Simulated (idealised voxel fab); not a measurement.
Presented below is a process module, voxel gate over fins.
Square cell edge 5 nm, section width 180 nm, ID cut.
Cross-section spec: square-cell grid; bands listed top down; each band is one or more rows.
Band entry format. Leading values: height of top, height of bottom, nm. Remainder: materials in left-to-right order, each with its width in nm. Special words: "all across" on a single material, which then fills the band edge to edge; "blank", empty space.
Height 0 is the level under which the wafer as received is all one material. The lowest band goes on downwards, as in "from 0 down".
Width "30->40": first value at the band's top row of cells, second value at its bottom row, equal change from row to row.
"all unchanged", as given for a step, is the statement that not any cell of the cross-section underwent a change during that step.
"Unvented internal voids" lists enclosed empty spaces (at least 8 cells, no open path upward to the top), each as width x height at distance from the left edge, in nm.
Past the settings on a step's line: simulator remark, on that step.
"overlay nm", when on a step's line for a step with a mask, measures how far to the right of its planned place the mask lay; a negative measure means to the left.

The planned process steps are enumerated hereunder:
1,RECEIVE, material Si
2,CONFORMAL_DEP, material SiN, thk nm 5
3,MASKED_ETCH, tone cover, mask id FINS, width nm 15, pitch nm 55, etch materials SiN, depth nm 5, overlay nm 0
4,MASKED_ETCH, tone cover, mask id FINS, width nm 15, pitch nm 55, etch materials Si, depth nm 35, overlay nm 0
5,FILL_DEP, material SiO2, thk nm 15
6,CMP, height nm 5
7,MASKED_ETCH, tone open, mask id RAIL, width nm 15, etch materials SiO2, depth nm 35, overlay nm 0
8,CONFORMAL_DEP, material TiN, thk nm 5
9,FILL_DEP, material Ru, thk nm 5
10,CMP, height nm 5
11,SELECTIVE_ETCH, etch materials W Ru TiN, depth nm 20
12,FILL_DEP, material SiO2, thk nm 5
13,CMP, height nm 5
14,SELECTIVE_ETCH, etch materials SiO2, depth nm 15
15,STRIP, etch materials SiN
16,CONFORMAL_DEP, material HfO2, thk nm 5
17,CONFORMAL_DEP, material TiN, thk nm 5
18,FILL_DEP, material W, thk nm 10
19,CMP, height nm 15
20,CONFORMAL_DEP, material SiCN, thk nm 10

Cross-section: wafer on arrival = after step 1:
- from 0 down  Si all across
- Unvented internal voids: none

The plan above was carried out on the starting structure above with one mistake, and this cross-section shows the wafer at the end of the module:
- from 25 to 15  SiCN all across
- from 15 to 10  W all across
- from 10 to 5  15 W  35 TiN  20 W  35 TiN  20 W  35 TiN  20 W
- from 5 to 0  15 W  5 TiN  25 HfO2  5 TiN  20 W  5 TiN  25 HfO2  5 TiN  20 W  5 TiN  25 HfO2  5 TiN  20 W
- from 0 to -5  20 TiN  5 HfO2  15 Si  5 HfO2  30 TiN  5 HfO2  15 Si  5 HfO2  30 TiN  5 HfO2  15 Si  5 HfO2  25 TiN
- from -5 to -10  15 HfO2  5 TiN  5 HfO2  15 Si  5 HfO2  5 TiN  20 HfO2  5 TiN  5 HfO2  15 Si  5 HfO2  5 TiN  20 HfO2  5 TiN  5 HfO2  15 Si  5 HfO2  5 TiN  20 HfO2
- from -10 to -15  10 SiO2  15 HfO2  15 Si  15 HfO2  10 SiO2  15 HfO2  15 Si  15 HfO2  10 SiO2  15 HfO2  15 Si  15 HfO2  15 SiO2
- from -15 to -25  25 SiO2  15 Si  10 SiO2  5 TiN  5 Ru  5 TiN  15 SiO2  15 Si  40 SiO2  15 Si  30 SiO2
- from -25 to -30  25 SiO2  15 Si  10 SiO2  15 TiN  15 SiO2  15 Si  40 SiO2  15 Si  30 SiO2
- from -30 to -35  25 SiO2  15 Si  40 SiO2  15 Si  40 SiO2  15 Si  30 SiO2
- from -35 down  Si all across
- Unvented internal voids: none
What went wrong in running the wafer? the run placed steps 14 and 15 each in the position the plan gave to the other
